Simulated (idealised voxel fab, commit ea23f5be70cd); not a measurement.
You're looking at the process module voxel self aligned contacts.
The cross-section shown here is cut; it is 280 nm wide and divided into square cells measuring 5 nm on a side.
Throughout this document, each cross-section is represented as a grid of square cells and is presented as a sequence of bands enumerated from the top downward, where a band comprises one or more rows of cells. Heights first: top, then bottom, in nm. Then materials, left to right, each with a width in nm. "edge to edge" on a single material: fills the band edge to edge. "empty": empty space. The level at which height equals 0 is the one under which the wafer, as it arrives, is entirely one material. No lower edge exists for the bottom band, which continues downward and is notated as in "from 0 down". Width "30->40": first value at the band's top row of cells, second value at its bottom row, equal change from row to row. "no modification" (step): cross-section cells unchanged, all of them. Reported under the label "Enclosed cavities" are the empty spaces having no open way to the top and comprising 8 cells or more; the notation for each is width x height at distance, in which the distance is measured from the left edge and all three values are in nm. On each step's line, the part that comes after the settings is the simulator's own comment on the step. Among the settings permitted on a step's line is "overlay nm"; applied to a step with a mask, it specifies the extent to which the mask lay to the right of its planned position, whereas a negative figure signifies a position to the left.

Listed below are the process steps as planned:
- 1: RECEIVE, material Si
- 2: CONFORMAL_DEP, material SiO2, thk nm 5
- 3: DIRECTIONAL_DEP, material polySi, thk nm 20
- 4: DIRECTIONAL_DEP, material SiN, thk nm 20
- 5: MASKED_ETCH, tone cover, mask id GATE, width nm 30, pitch nm 65, etch materials SiN, depth nm 20, overlay nm 0
- 6: MASKED_ETCH, tone cover, mask id GATE, width nm 30, pitch nm 65, etch materials polySi, depth nm 20, overlay nm 0
- 7: CONFORMAL_DEP, material SiN, thk nm 10
- 8: DIRECTIONAL_ETCH, etch materials SiN, depth nm 10
- 9: FILL_DEP, material SiO2, thk nm 15
- 10: CMP, height nm 50
- 11: PATTERN, tone open, mask id CONTACT, material resist, width nm 45, pitch nm 65, thk nm 15, overlay nm 0
- 12: DIRECTIONAL_ETCH, etch materials SiO2, depth nm 50
- 13: STRIP, etch materials resist
- 14: CONFORMAL_DEP, material TiN, thk nm 5
- 15: FILL_DEP, material Ru, thk nm 10
- 16: CMP, height nm 50
- 17: CONFORMAL_DEP, material SiN, thk nm 5

Shown in cross-section is the wafer as received, that is, as it stands after step 1:
from 0 down = Si edge to edge
Enclosed cavities: none

Post-module cross-section of the first of two wafers (run per plan):
from 55 to 50 = SiN edge to edge
from 50 to 45 = SiO2=85, then TiN=20, then Ru=5, then TiN=20, then SiO2=20, then TiN=20, then Ru=5, then TiN=20, then SiO2=85
from 45 to 25 = SiO2=50, then SiN=50, then TiN=5, then Ru=5, then TiN=5, then SiN=50, then TiN=5, then Ru=5, then TiN=5, then SiN=50, then SiO2=50
from 25 to 5 = SiO2=50, then SiN=10, then polySi=30, then SiN=10, then TiN=5, then Ru=5, then TiN=5, then SiN=10, then polySi=30, then SiN=10, then TiN=5, then Ru=5, then TiN=5, then SiN=10, then polySi=30, then SiN=10, then SiO2=50
from 5 to 0 = SiO2=100, then TiN=15, then SiO2=50, then TiN=15, then SiO2=100
from 0 down = Si edge to edge
Enclosed cavities: none

Cross-section, second wafer: same start as the first, same plan as the first, one mistake in running it; taken at the end of the module:
from 55 to 50 = SiN edge to edge
from 50 to 45 = SiO2=85, then TiN=45, then SiO2=20, then TiN=45, then SiO2=85
from 45 to 25 = SiN=70, then SiO2=10, then SiN=55, then SiO2=10, then SiN=55, then SiO2=10, then SiN=70
from 25 to 5 = polySi edge to edge
from 5 to 0 = SiO2 edge to edge
from 0 down = Si edge to edge
Enclosed cavities: none
In executing the process, a mistake was made relative to the plan: step 5 ran as: MASKED_ETCH, tone open, mask id GATE, width nm 30, pitch nm 65, etch materials SiN, depth nm 20, overlay nm 0
at the end the second wafer has, in cells: Ru: 18 fewer | SiN: 32 more | SiO2: 130 fewer | TiN: 36 fewer | polySi: 152 more
